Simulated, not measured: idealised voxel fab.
The process module that follows is named voxel wiring stack.
Square cells of 5 nm make up the cross-section cut, whose width is 260 nm.
Heads up, the way a cross-section reads in here is a grid of square cells, handed over as bands from the top down, with every band being one or more rows of cells.
Each band's line starts with the height of the band's top and of its bottom, in nm. Then come its materials from left to right, each with its width in nm. One material with "everywhere" fills the band from edge to edge. "air" is empty space.
Measure heights from 0. That's the level where, below it, the as-received wafer is all one material. The lowest band is bottomless and extends downward; write it as in "0..down".
Think of "30->40" as a width that walks from the first number to the second as you go down the band, top row to bottom row, taking equal-sized steps from row to row.
"identical to before", as given for a step, is the statement that not any cell of the cross-section underwent a change during that step.
"Voids, fully enclosed" - sealed voids, min. 8 cells, no opening to top; format: width x height at distance (distance from left edge; nm throughout).
Heads up: the bit after the settings on a step's line is the simulator's remark on that step.
For masked steps, "overlay nm" on the step line gives how far right of plan the mask actually lay; a minus sign means it lay to the left.

Process steps (planned):
1) RECEIVE (material Si)
2) CONFORMAL_DEP (material SiO2; thk nm 10)
3) DIRECTIONAL_DEP (material TiN; thk nm 5)
4) DIRECTIONAL_DEP (material Ru; thk nm 25)
5) DIRECTIONAL_DEP (material aC; thk nm 10)
6) PATTERN (tone cover; mask id METAL_1; material resist; width nm 20; pitch nm 50; thk nm 25; overlay nm 0)
7) DIRECTIONAL_ETCH (etch materials aC; depth nm 10)
8) STRIP (etch materials resist)
9) DIRECTIONAL_ETCH (etch materials Ru; depth nm 25)
10) DIRECTIONAL_ETCH (etch materials TiN; depth nm 5)
11) STRIP (etch materials aC)
12) CONFORMAL_DEP (material SiN; thk nm 5)
13) FILL_DEP (material lowk; thk nm 10)
14) CMP (height nm 40)
15) CONFORMAL_DEP (material SiCN; thk nm 5)
16) DIRECTIONAL_DEP (material lowk; thk nm 25)
17) MASKED_ETCH (tone open; mask id METAL_2_HOLES; width nm 15; pitch nm 50; etch materials lowk; depth nm 25; overlay nm 0)
18) PATTERN (tone open; mask id METAL_2; material resist; width nm 20; pitch nm 50; thk nm 20; overlay nm 0)
19) DIRECTIONAL_ETCH (etch materials lowk; depth nm 15)
20) DIRECTIONAL_ETCH (etch materials SiCN; depth nm 5)
21) STRIP (etch materials resist)
22) CONFORMAL_DEP (material TiN; thk nm 5)
23) FILL_DEP (material Ru; thk nm 5)
24) CMP (height nm 70)
25) CONFORMAL_DEP (material SiCN; thk nm 5)
26) DIRECTIONAL_DEP (material lowk; thk nm 35)
27) PATTERN (tone open; mask id METAL_3; material resist; width nm 20; pitch nm 50; thk nm 20; overlay nm 0)
28) DIRECTIONAL_ETCH (etch materials lowk; depth nm 20)
29) STRIP (etch materials resist)
30) MASKED_ETCH (tone open; mask id METAL_3_HOLES; width nm 15; pitch nm 50; etch materials lowk; depth nm 15; overlay nm 0)
31) MASKED_ETCH (tone open; mask id METAL_3_HOLES; width nm 15; pitch nm 50; etch materials SiCN; depth nm 5; overlay nm 0)
32) CONFORMAL_DEP (material TiN; thk nm 5)
33) FILL_DEP (material Cu; thk nm 5)
34) CMP (height nm 110)
35) CONFORMAL_DEP (material SiCN; thk nm 5)

Incoming wafer, cross-sectional view, post step 1:
* 0..down  Si everywhere
* Voids, fully enclosed: none

Wafer cross-section at module end: first of two, run to plan:
* 115..110  SiCN everywhere
* 110..95  lowk=45 | TiN=5 | Cu=10 | TiN=5 | lowk=30 | TiN=5 | Cu=10 | TiN=5 | lowk=30 | TiN=5 | Cu=10 | TiN=5 | lowk=30 | TiN=5 | Cu=10 | TiN=5 | lowk=45
* 95..90  lowk=45 | TiN=5 | Cu=5 | TiN=10 | lowk=30 | TiN=5 | Cu=5 | TiN=10 | lowk=30 | TiN=5 | Cu=5 | TiN=10 | lowk=30 | TiN=5 | Cu=5 | TiN=10 | lowk=45
* 90..75  lowk=45 | TiN=5 | Cu=5 | TiN=5 | lowk=35 | TiN=5 | Cu=5 | TiN=5 | lowk=35 | TiN=5 | Cu=5 | TiN=5 | lowk=35 | TiN=5 | Cu=5 | TiN=5 | lowk=50
* 75..70  SiCN=45 | TiN=15 | SiCN=35 | TiN=15 | SiCN=35 | TiN=15 | SiCN=35 | TiN=15 | SiCN=50
* 70..60  lowk=45 | TiN=5 | Ru=10 | TiN=5 | lowk=30 | TiN=5 | Ru=10 | TiN=5 | lowk=30 | TiN=5 | Ru=10 | TiN=5 | lowk=30 | TiN=5 | Ru=10 | TiN=5 | lowk=45
* 60..55  lowk=45 | TiN=5 | Ru=5 | TiN=10 | lowk=30 | TiN=5 | Ru=5 | TiN=10 | lowk=30 | TiN=5 | Ru=5 | TiN=10 | lowk=30 | TiN=5 | Ru=5 | TiN=10 | lowk=45
* 55..45  lowk=45 | TiN=5 | Ru=5 | TiN=5 | lowk=35 | TiN=5 | Ru=5 | TiN=5 | lowk=35 | TiN=5 | Ru=5 | TiN=5 | lowk=35 | TiN=5 | Ru=5 | TiN=5 | lowk=50
* 45..40  SiCN=45 | TiN=15 | SiCN=35 | TiN=15 | SiCN=35 | TiN=15 | SiCN=35 | TiN=15 | SiCN=50
* 40..15  lowk=40 | SiN=5 | Ru=20 | SiN=5 | lowk=20 | SiN=5 | Ru=20 | SiN=5 | lowk=20 | SiN=5 | Ru=20 | SiN=5 | lowk=20 | SiN=5 | Ru=20 | SiN=5 | lowk=40
* 15..10  SiN=45 | TiN=20 | SiN=30 | TiN=20 | SiN=30 | TiN=20 | SiN=30 | TiN=20 | SiN=45
* 10..0  SiO2 everywhere
* 0..down  Si everywhere
* Voids, fully enclosed: none

second wafer at the end: like start, like plan, one mistake:
* 115..110  SiCN everywhere
* 110..100  lowk=45 | TiN=5 | Cu=10 | TiN=5 | lowk=30 | TiN=5 | Cu=10 | TiN=5 | lowk=30 | TiN=5 | Cu=10 | TiN=5 | lowk=30 | TiN=5 | Cu=10 | TiN=5 | lowk=45
* 100..95  lowk=45 | TiN=10 | Cu=5 | TiN=5 | lowk=30 | TiN=10 | Cu=5 | TiN=5 | lowk=30 | TiN=10 | Cu=5 | TiN=5 | lowk=30 | TiN=10 | Cu=5 | TiN=5 | lowk=45
* 95..90  lowk=50 | TiN=15 | lowk=35 | TiN=15 | lowk=35 | TiN=15 | lowk=35 | TiN=15 | lowk=45
* 90..75  lowk=50 | TiN=10 | lowk=40 | TiN=10 | lowk=40 | TiN=10 | lowk=40 | TiN=10 | lowk=50
* 75..70  SiCN=50 | TiN=10 | SiCN=40 | TiN=10 | SiCN=40 | TiN=10 | SiCN=40 | TiN=10 | SiCN=50
* 70..60  lowk=45 | TiN=5 | Ru=10 | TiN=5 | lowk=30 | TiN=5 | Ru=10 | TiN=5 | lowk=30 | TiN=5 | Ru=10 | TiN=5 | lowk=30 | TiN=5 | Ru=10 | TiN=5 | lowk=45
* 60..55  lowk=45 | TiN=5 | Ru=5 | TiN=10 | lowk=30 | TiN=5 | Ru=5 | TiN=10 | lowk=30 | TiN=5 | Ru=5 | TiN=10 | lowk=30 | TiN=5 | Ru=5 | TiN=10 | lowk=45
* 55..45  lowk=45 | TiN=5 | Ru=5 | TiN=5 | lowk=35 | TiN=5 | Ru=5 | TiN=5 | lowk=35 | TiN=5 | Ru=5 | TiN=5 | lowk=35 | TiN=5 | Ru=5 | TiN=5 | lowk=50
* 45..40  SiCN=45 | TiN=15 | SiCN=35 | TiN=15 | SiCN=35 | TiN=15 | SiCN=35 | TiN=15 | SiCN=50
* 40..15  lowk=40 | SiN=5 | Ru=20 | SiN=5 | lowk=20 | SiN=5 | Ru=20 | SiN=5 | lowk=20 | SiN=5 | Ru=20 | SiN=5 | lowk=20 | SiN=5 | Ru=20 | SiN=5 | lowk=40
* 15..10  SiN=45 | TiN=20 | SiN=30 | TiN=20 | SiN=30 | TiN=20 | SiN=30 | TiN=20 | SiN=45
* 10..0  SiO2 everywhere
* 0..down  Si everywhere
* Voids, fully enclosed: none
Error vs. plan: planned and actual differ for step 27; actual: PATTERN (tone open; mask id METAL_3; material resist; width nm 15; pitch nm 50; thk nm 20; overlay nm 0)
Counted in cells at the end, the second wafer holds more or fewer of these materials than the first: -20 Cu; +4 SiCN; +16 lowk
